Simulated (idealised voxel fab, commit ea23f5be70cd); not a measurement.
process module | voxel self aligned contacts
cross-section cut | 145 nm wide | cells 5 nm
A cross-section is a grid of square cells, given in bands from the top down. A band is one or more rows of cells.
Each band's line starts with the height of the band's top and of its bottom, in nm. Then come its materials from left to right, each with its width in nm. One material with "throughout" fills the band from edge to edge. "air" is empty space.
Height 0 is the level under which the wafer as received is all one material. The lowest band goes on downwards, as in "0 down".
A width such as "30 to 40" changes by the same amount from each row of cells to the next, from the band's top row to its bottom row.
"no change" after a step means that no cell of the cross-section changed.
closed voids: empty space of 8 cells or more with no open way to the top, each as width x height at its distance from the left edge, in nm
after a step's settings: what the simulator itself notes on the step
overlay nm, on a step with a mask: how far to the right of its planned place the mask lay; to the left if negative
plan
1 op RECEIVE | material Si
2 op CONFORMAL_DEP | material SiO2 | thk nm 5
3 op DIRECTIONAL_DEP | material polySi | thk nm 20
4 op DIRECTIONAL_DEP | material SiN | thk nm 20
5 op PATTERN | tone cover | mask id GATE | material resist | width nm 35 | pitch nm 70 | thk nm 15 | overlay nm 0
6 op DIRECTIONAL_ETCH | etch materials SiN | depth nm 20
7 op DIRECTIONAL_ETCH | etch materials polySi | depth nm 20
8 op STRIP | etch materials resist
9 op CONFORMAL_DEP | material SiN | thk nm 10
10 op DIRECTIONAL_ETCH | etch materials SiN | depth nm 10
11 op FILL_DEP | material SiO2 | thk nm 15
12 op CMP | height nm 55
13 op DIRECTIONAL_DEP | material aC | thk nm 15
14 op PATTERN | tone open | mask id CONTACT | material resist | width nm 55 | thk nm 30 | overlay nm 0
15 op DIRECTIONAL_ETCH | etch materials aC | depth nm 15
16 op STRIP | etch materials resist
17 op DIRECTIONAL_ETCH | etch materials SiO2 | depth nm 55
18 op STRIP | etch materials aC
19 op CONFORMAL_DEP | material TiN | thk nm 5
20 op FILL_DEP | material W | thk nm 10
21 op CMP | height nm 55
22 op CONFORMAL_DEP | material SiN | thk nm 5
as received, after step 1
  0 down: Si throughout
  closed voids: none
first wafer at the end, as planned
  60 to 55: SiN throughout
  55 to 45: SiO2 45 | TiN 5 to 25 | W 45 to 5 | TiN 5 to 25 | SiO2 45
  45 to 25: SiO2 10 | SiN 55 | TiN 5 | W 5 | TiN 5 | SiN 55 | SiO2 10
  25 to 5: SiO2 10 | SiN 10 | polySi 35 | SiN 10 | TiN 5 | W 5 | TiN 5 | SiN 10 | polySi 35 | SiN 10 | SiO2 10
  5 to 0: SiO2 65 | TiN 15 | SiO2 65
  0 down: Si throughout
  closed voids: none
second wafer at the end: like start, like plan, one mistake
  60 to 55: SiN throughout
  55 to 50: SiO2 45 | TiN 5 | W 45 | TiN 5 | SiO2 45
  50 to 45: SiO2 45 | TiN 55 | SiO2 45
  45 to 25: W throughout
  25 to 5: polySi throughout
  5 to 0: SiO2 throughout
  0 down: Si throughout
  closed voids: none
what went wrong: step 4 ran as: op DIRECTIONAL_DEP | material W | thk nm 20
at the end the second wafer has, in cells: 120 fewer of SiN | 29 fewer of SiO2 | 18 fewer of TiN | 107 more of W | 60 more of polySi
